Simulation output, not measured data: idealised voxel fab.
The following process module bears the name voxel ribs on slabs.
In the cross-section labelled cut, the width is 205 nm and each square cell is 5 nm.
In this document a cross-section is written as a grid of square cells. It is given as a series of bands, listed from the top down, and a band is one or more rows of cells. Basically the band line says how high the top is and how high the bottom is, in nm, and then what's in it from left to right, every material with its width in nm. Empty space shows up as "blank", and if a single material carries "all across" it runs the full band edge to edge. Basically, 0 is our baseline, since under it the wafer straight out of the box is all one material. The bottom band has no lower end and keeps on going down, so it looks like "top 0, no bottom". You'd read "30 to 40" like this: the band's top row of cells is as wide as the first number, its bottom row is as wide as the second, and going down, every row changes width by the same amount as the row before did. Take "nothing got changed" at face value: in the step it is given for, the cross-section changed in none of its cells. "Closed void listing" contains a list of empty spaces, each no smaller than 8 cells and without an open way to the top, written in the form width x height at distance with the distance from the left edge and all three in nm. What comes after the settings on a step's line is commentary from the simulator itself on that step. "overlay nm" answers the question of how far to the right of plan the mask lay on a step that has a mask, and when it is negative the answer is to the left.
# Set out below are the planned steps of the process
1. RECEIVE (material Si)
2. DIRECTIONAL_DEP (material SiO2; thk nm 25)
3. DIRECTIONAL_DEP (material SiN; thk nm 15)
4. DIRECTIONAL_DEP (material aC; thk nm 15)
5. PATTERN (tone cover; mask id RIB; material resist; width nm 20; thk nm 30; overlay nm 0)
6. DIRECTIONAL_ETCH (etch materials aC; depth nm 15)
7. STRIP (etch materials resist)
8. DIRECTIONAL_ETCH (etch materials SiN; depth nm 5)
9. STRIP (etch materials aC)
10. MASKED_ETCH (tone cover; mask id SLAB; width nm 80; etch materials SiN; depth nm 10; overlay nm 0)
11. FILL_DEP (material SiO2; thk nm 25)
12. CMP (height nm 55)
13. DIRECTIONAL_DEP (material TiN; thk nm 5)
14. PATTERN (tone cover; mask id HEATER; material resist; width nm 30; thk nm 15; overlay nm 0)
15. DIRECTIONAL_ETCH (etch materials TiN; depth nm 5)
16. STRIP (etch materials resist)
17. CONFORMAL_DEP (material SiO2; thk nm 10)
# Shown in cross-section is the wafer as received, that is, as it stands after step 1
> top 0, no bottom = Si all across
> Closed void listing: none
# The first of two wafers, cross-sectioned at the end of the module, with the run proceeding as planned
> top 70, bottom 65 = blank (75), SiO2 (50), blank (80)
> top 65, bottom 60 = SiO2 all across
> top 60, bottom 55 = SiO2 (85), TiN (30), SiO2 (90)
> top 55, bottom 40 = SiO2 all across
> top 40, bottom 35 = SiO2 (90), SiN (20), SiO2 (95)
> top 35, bottom 25 = SiO2 (60), SiN (80), SiO2 (65)
> top 25, bottom 0 = SiO2 all across
> top 0, no bottom = Si all across
> Closed void listing: none
# The second wafer, shown in cross-section after the module: started the same way as the first and given the same plan, yet one mistake crept into how it was run
> top 60, bottom 55 = blank (85), TiN (30), blank (90)
> top 55, bottom 40 = SiO2 all across
> top 40, bottom 35 = SiO2 (90), SiN (20), SiO2 (95)
> top 35, bottom 25 = SiO2 (60), SiN (80), SiO2 (65)
> top 25, bottom 0 = SiO2 all across
> top 0, no bottom = Si all across
> Closed void listing: none
Finding, execution versus plan: plan step 17: skipped, not run
End of process, cell counts, second wafer against first, materials with more or fewer: SiO2 -86
